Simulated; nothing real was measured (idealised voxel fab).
Process module name: voxel self aligned vias
Xsec cut, 145 nm wide, square cell size 5 nm.
Cross-section layout: square cells on a grid; listed as bands, top to bottom; a band spans one or more cell rows. This entry defines a band. It first specifies the height of the band's top and the height of its bottom in nm, and then specifies the band's materials from left to right, stating each material with its width in nm. The word "edge to edge" identifies a single material that fills the band from edge to edge, while the word "empty" identifies empty space. Height reference: 0 = level under which incoming wafer is all one material. Lowest band: no bottom, runs on downward, e.g. "0 down". Width "30 to 40": first value at the band's top row of cells, second value at its bottom row, equal change from row to row. The cross-section has no changed cell in any step marked "nothing different". "Fully closed voids": sealed empty spaces, 8 cells or more, no open way to top, listed width x height at distance, with distance from the left edge and width, height and distance in nm. On a step's line, text after the settings is the simulator commenting on that step. What "overlay nm" on a step's line means: if the step has a mask, that mask lay this far to the right of its planned place, or, when the value is negative, to the left.
-- The process steps that were planned are listed below
step 1: op RECEIVE | material Si
step 2: op CONFORMAL_DEP | material SiO2 | thk nm 10
step 3: op CONFORMAL_DEP | material SiCN | thk nm 5
step 4: op DIRECTIONAL_DEP | material SiO2 | thk nm 20
step 5: op MASKED_ETCH | tone open | mask id LINES | width nm 20 | pitch nm 45 | etch materials SiO2 | depth nm 20 | overlay nm 0
step 6: op CONFORMAL_DEP | material TiN | thk nm 5
step 7: op FILL_DEP | material W | thk nm 5
step 8: op CMP | height nm 35
step 9: op SELECTIVE_ETCH | etch materials W Ru TiN | depth nm 10
step 10: op FILL_DEP | material SiN | thk nm 10
step 11: op CMP | height nm 35
step 12: op DIRECTIONAL_DEP | material SiO2 | thk nm 15
step 13: op PATTERN | tone open | mask id VIAS | material resist | width nm 30 | thk nm 20 | overlay nm 0
step 14: op DIRECTIONAL_ETCH | etch materials SiO2 | depth nm 15
step 15: op DIRECTIONAL_ETCH | etch materials SiN | depth nm 10
step 16: op STRIP | etch materials resist
step 17: op CONFORMAL_DEP | material TiN | thk nm 5
step 18: op FILL_DEP | material W | thk nm 5
step 19: op CMP | height nm 50
step 20: op CONFORMAL_DEP | material SiCN | thk nm 5
-- Received-state cross-section, reflecting completion of step 1
    0 down | Si edge to edge
    Fully closed voids: none
-- What the wafer looks like in cross-section after this module, when it starts as shown above and follows the plan above but one mistake is made in running it
    55 to 50 | SiCN edge to edge
    50 to 40 | 45 SiO2, 5 TiN, 20 W, 5 TiN, 70 SiO2
    40 to 35 | 45 SiO2, 5 TiN, 5 W, 20 TiN, 70 SiO2
    35 to 30 | 40 SiO2, 5 SiN, 5 TiN, 5 W, 5 TiN, 25 SiO2, 20 SiN, 40 SiO2
    30 to 25 | 40 SiO2, 5 SiN, 15 TiN, 25 SiO2, 20 SiN, 40 SiO2
    25 to 20 | 40 SiO2, 5 TiN, 10 W, 5 TiN, 25 SiO2, 5 TiN, 10 W, 5 TiN, 40 SiO2
    20 to 15 | 40 SiO2, 20 TiN, 25 SiO2, 20 TiN, 40 SiO2
    15 to 10 | SiCN edge to edge
    10 to 0 | SiO2 edge to edge
    0 down | Si edge to edge
    Fully closed voids: none
Diagnosis: step 13 deviated from plan and actually ran as op PATTERN | tone open | mask id VIAS | material resist | width nm 30 | thk nm 20 | overlay nm 10
